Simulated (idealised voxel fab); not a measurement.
Name of the process module below: voxel spacer lines
The cross-section shown here is cut; it is 285 nm wide and divided into square cells measuring 5 nm on a side.
Notation: cross-section as square-cell grid; stated in bands, top first, going down; one or more cell rows per band. Within each band entry, the heights of the top and of the bottom of the band appear first, in that order and in nm; the materials of the band then follow from left to right, each with its corresponding width in nm. The designation "full width" on a single material indicates that it fills the band from edge to edge; the designation "blank" indicates empty space. Below 0: as-received wafer, all one material; heights counted from there. Lowest band: no bottom, goes on down, written "0 -> down". A width such as "30->40" changes by the same amount from each row of cells to the next, from the band's top row to its bottom row. What does "same as before" mean for a step? It means no cell of the cross-section changed in that step. "Non-vented voids": sealed empty spaces, 8 cells or more, no open way to top, listed width x height at distance, with distance from the left edge and width, height and distance in nm. It should be noted that, on the line of a given step, the content following the step's settings is a remark produced by the simulator itself with respect to that step. Steps that use a mask can have "overlay nm" on their line. It says how far the mask sat to the right of where it was meant to be. Negative means to the left.

[List of planned process steps]
1,RECEIVE, material Si
2,CONFORMAL_DEP, material Al2O3, thk nm 10
3,DIRECTIONAL_DEP, material W, thk nm 10
4,DIRECTIONAL_DEP, material polySi, thk nm 30
5,PATTERN, tone cover, mask id MANDREL, material resist, width nm 20, pitch nm 60, thk nm 40, overlay nm 0
6,DIRECTIONAL_ETCH, etch materials polySi, depth nm 30
7,STRIP, etch materials resist
8,CONFORMAL_DEP, material SiO2, thk nm 10
9,DIRECTIONAL_ETCH, etch materials SiO2, depth nm 10
10,STRIP, etch materials polySi
11,DIRECTIONAL_ETCH, etch materials W, depth nm 10
12,STRIP, etch materials SiO2

[Run as planned: first of two wafers]

[Cross-section: wafer on arrival = after step 1]
* 0 -> down = Si full width
* Non-vented voids: none

[Take a look at the wafer's cross-section after step 2]
* 10 -> 0 = Al2O3 full width
* Unchanged below 0.

[Take a look at the wafer's cross-section after step 3]
* 20 -> 10 = W full width
* Unchanged below 10.

[Take a look at the wafer's cross-section after step 4]
* 50 -> 20 = polySi full width
* Unchanged below 20.

[Take a look at the wafer's cross-section after step 5]
* 90 -> 50 = blank 100 | resist 20 | blank 40 | resist 20 | blank 105
* Unchanged below 50.

[Take a look at the wafer's cross-section after step 6]
* 90 -> 50 = blank 100 | resist 20 | blank 40 | resist 20 | blank 105
* 50 -> 20 = blank 100 | polySi 20 | blank 40 | polySi 20 | blank 105
* Unchanged below 20.

[Take a look at the wafer's cross-section after step 7]
* 50 -> 20 = blank 100 | polySi 20 | blank 40 | polySi 20 | blank 105
* Unchanged below 20.

[Take a look at the wafer's cross-section after step 8]
* 60 -> 50 = blank 90 | SiO2 40 | blank 20 | SiO2 40 | blank 95
* 50 -> 30 = blank 90 | SiO2 10 | polySi 20 | SiO2 10 | blank 20 | SiO2 10 | polySi 20 | SiO2 10 | blank 95
* 30 -> 20 = SiO2 100 | polySi 20 | SiO2 40 | polySi 20 | SiO2 105
* Unchanged below 20.

[Take a look at the wafer's cross-section after step 9]
* 50 -> 20 = blank 90 | SiO2 10 | polySi 20 | SiO2 10 | blank 20 | SiO2 10 | polySi 20 | SiO2 10 | blank 95
* Unchanged below 20.

[Take a look at the wafer's cross-section after step 10]
* 50 -> 20 = blank 90 | SiO2 10 | blank 20 | SiO2 10 | blank 20 | SiO2 10 | blank 20 | SiO2 10 | blank 95
* Unchanged below 20.

[Take a look at the wafer's cross-section after step 11]
* 50 -> 20 = blank 90 | SiO2 10 | blank 20 | SiO2 10 | blank 20 | SiO2 10 | blank 20 | SiO2 10 | blank 95
* 20 -> 10 = blank 90 | W 10 | blank 20 | W 10 | blank 20 | W 10 | blank 20 | W 10 | blank 95
* Unchanged below 10.

[Take a look at the wafer's cross-section after step 12]
* 20 -> 10 = blank 90 | W 10 | blank 20 | W 10 | blank 20 | W 10 | blank 20 | W 10 | blank 95
* Unchanged below 10.

[It is to be noted that the second wafer proceeded from the same initial state and according to the same plan as the first, although one mistake was committed in its execution; through step 4, inclusive, the two wafers share an identical history]

[Cross-section: second wafer, time at which step 5 was scheduled to end]
* 90 -> 50 = blank 105 | resist 15 | blank 45 | resist 15 | blank 105
* Unchanged below 50.

[Cross-section: second wafer, time at which step 6 was scheduled to end]
* 90 -> 50 = blank 105 | resist 15 | blank 45 | resist 15 | blank 105
* 50 -> 20 = blank 105 | polySi 15 | blank 45 | polySi 15 | blank 105
* Unchanged below 20.

[Cross-section: second wafer, time at which step 7 was scheduled to end]
* 50 -> 20 = blank 105 | polySi 15 | blank 45 | polySi 15 | blank 105
* Unchanged below 20.

[Cross-section: second wafer, time at which step 8 was scheduled to end]
* 60 -> 50 = blank 95 | SiO2 35 | blank 25 | SiO2 35 | blank 95
* 50 -> 30 = blank 95 | SiO2 10 | polySi 15 | SiO2 10 | blank 25 | SiO2 10 | polySi 15 | SiO2 10 | blank 95
* 30 -> 20 = SiO2 105 | polySi 15 | SiO2 45 | polySi 15 | SiO2 105
* Unchanged below 20.

[Cross-section: second wafer, time at which step 9 was scheduled to end]
* 50 -> 20 = blank 95 | SiO2 10 | polySi 15 | SiO2 10 | blank 25 | SiO2 10 | polySi 15 | SiO2 10 | blank 95
* Unchanged below 20.

[Cross-section: second wafer, time at which step 10 was scheduled to end]
* 50 -> 20 = blank 95 | SiO2 10 | blank 15 | SiO2 10 | blank 25 | SiO2 10 | blank 15 | SiO2 10 | blank 95
* Unchanged below 20.

[Cross-section: second wafer, time at which step 11 was scheduled to end]
* 50 -> 20 = blank 95 | SiO2 10 | blank 15 | SiO2 10 | blank 25 | SiO2 10 | blank 15 | SiO2 10 | blank 95
* 20 -> 10 = blank 95 | W 10 | blank 15 | W 10 | blank 25 | W 10 | blank 15 | W 10 | blank 95
* Unchanged below 10.

[Cross-section: second wafer, time at which step 12 was scheduled to end]
* 20 -> 10 = blank 95 | W 10 | blank 15 | W 10 | blank 25 | W 10 | blank 15 | W 10 | blank 95
* Unchanged below 10.
What was the processing mistake? heads up, step 5 didn't go per plan, it actually ran as PATTERN, tone cover, mask id MANDREL, material resist, width nm 15, pitch nm 60, thk nm 40, overlay nm 0
So at the finish, the second wafer's got exactly as many cells of each material as the first, just not in the same spots.
